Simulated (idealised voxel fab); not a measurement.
Proc. module: voxel self aligned contacts
Cross-section cut spans 225 nm and uses square cells 5 nm in size.
For the purposes of this document, a cross-section shall be understood as a grid of square cells, specified as bands listed in top-to-bottom order, each band consisting of one or more rows of cells.
What a band's entry tells you: where the top is and where the bottom is, as heights in nm, and after that what lies inside, material by material from left to right, each with its width in nm. Empty space is written as the word "air", and a single material marked with the word "all across" occupies the band from edge to edge.
All heights in this document are referenced to 0, defined as the level beneath which the wafer, as received, consists entirely of one material. The lowest band is not bounded below; it extends indefinitely downward and is written in the form "from 0 down".
Per-row width for "30->40": begins at first number (top row of band), ends at second number (bottom row), increment between rows held constant.
You'll sometimes find "stayed the same" written for a step, and that's the way of saying that nowhere in the cross-section did a cell change during that step.
"closed voids" - sealed voids, min. 8 cells, no opening to top; format: width x height at distance (distance from left edge; nm throughout).
The remark found on a step's line after its settings is issued by the simulator itself and pertains to that step.
Steps that use a mask can have "overlay nm" on their line. It says how far the mask sat to the right of where it was meant to be. Negative means to the left.
**The planned process steps are enumerated hereunder**
- 1: RECEIVE: material Si
- 2: OXIDIZE: depth nm 5
- 3: DIRECTIONAL_DEP: material polySi, thk nm 30
- 4: DIRECTIONAL_DEP: material SiN, thk nm 20
- 5: PATTERN: tone cover, mask id GATE, material resist, width nm 35, pitch nm 70, thk nm 20, overlay nm 0
- 6: DIRECTIONAL_ETCH: etch materials SiN, depth nm 20
- 7: DIRECTIONAL_ETCH: etch materials polySi, depth nm 30
- 8: STRIP: etch materials resist
- 9: CONFORMAL_DEP: material SiN, thk nm 5
- 10: DIRECTIONAL_ETCH: etch materials SiN, depth nm 5
- 11: FILL_DEP: material SiO2, thk nm 20
- 12: CMP: height nm 60
- 13: DIRECTIONAL_DEP: material aC, thk nm 10
- 14: PATTERN: tone open, mask id CONTACT, material resist, width nm 55, pitch nm 70, thk nm 25, overlay nm 0
- 15: DIRECTIONAL_ETCH: etch materials aC, depth nm 10
- 16: STRIP: etch materials resist
- 17: DIRECTIONAL_ETCH: etch materials SiO2, depth nm 65
- 18: STRIP: etch materials aC
- 19: CONFORMAL_DEP: material TiN, thk nm 5
- 20: FILL_DEP: material W, thk nm 5
- 21: CMP: height nm 50
- 22: CONFORMAL_DEP: material SiN, thk nm 5
The plan's step 21 height nm is the first wafer's value; the wafers differ in this setting and start identical.
**The first of several wafers, as received after step 1, seen in section**
> from 0 down: Si all across
> closed voids: none
**Table: wafers, a row each; end-of-module cell change per material since receipt, gain (+), loss (-); then closed voids**
height nm 50, -45 Si, +189 SiN, +115 SiO2, +50 TiN, +60 W, +126 polySi, closed voids: none
height nm 55, -45 Si, +189 SiN, +138 SiO2, +66 TiN, +66 W, +126 polySi, closed voids: none
height nm 60, -45 Si, +189 SiN, +161 SiO2, +70 TiN, +84 W, +126 polySi, closed voids: none
height nm 65, -45 Si, +189 SiN, +161 SiO2, +97 TiN, +102 W, +126 polySi, closed voids: none
height nm 70, -45 Si, +189 SiN, +161 SiO2, +97 TiN, +147 W, +126 polySi, closed voids: none
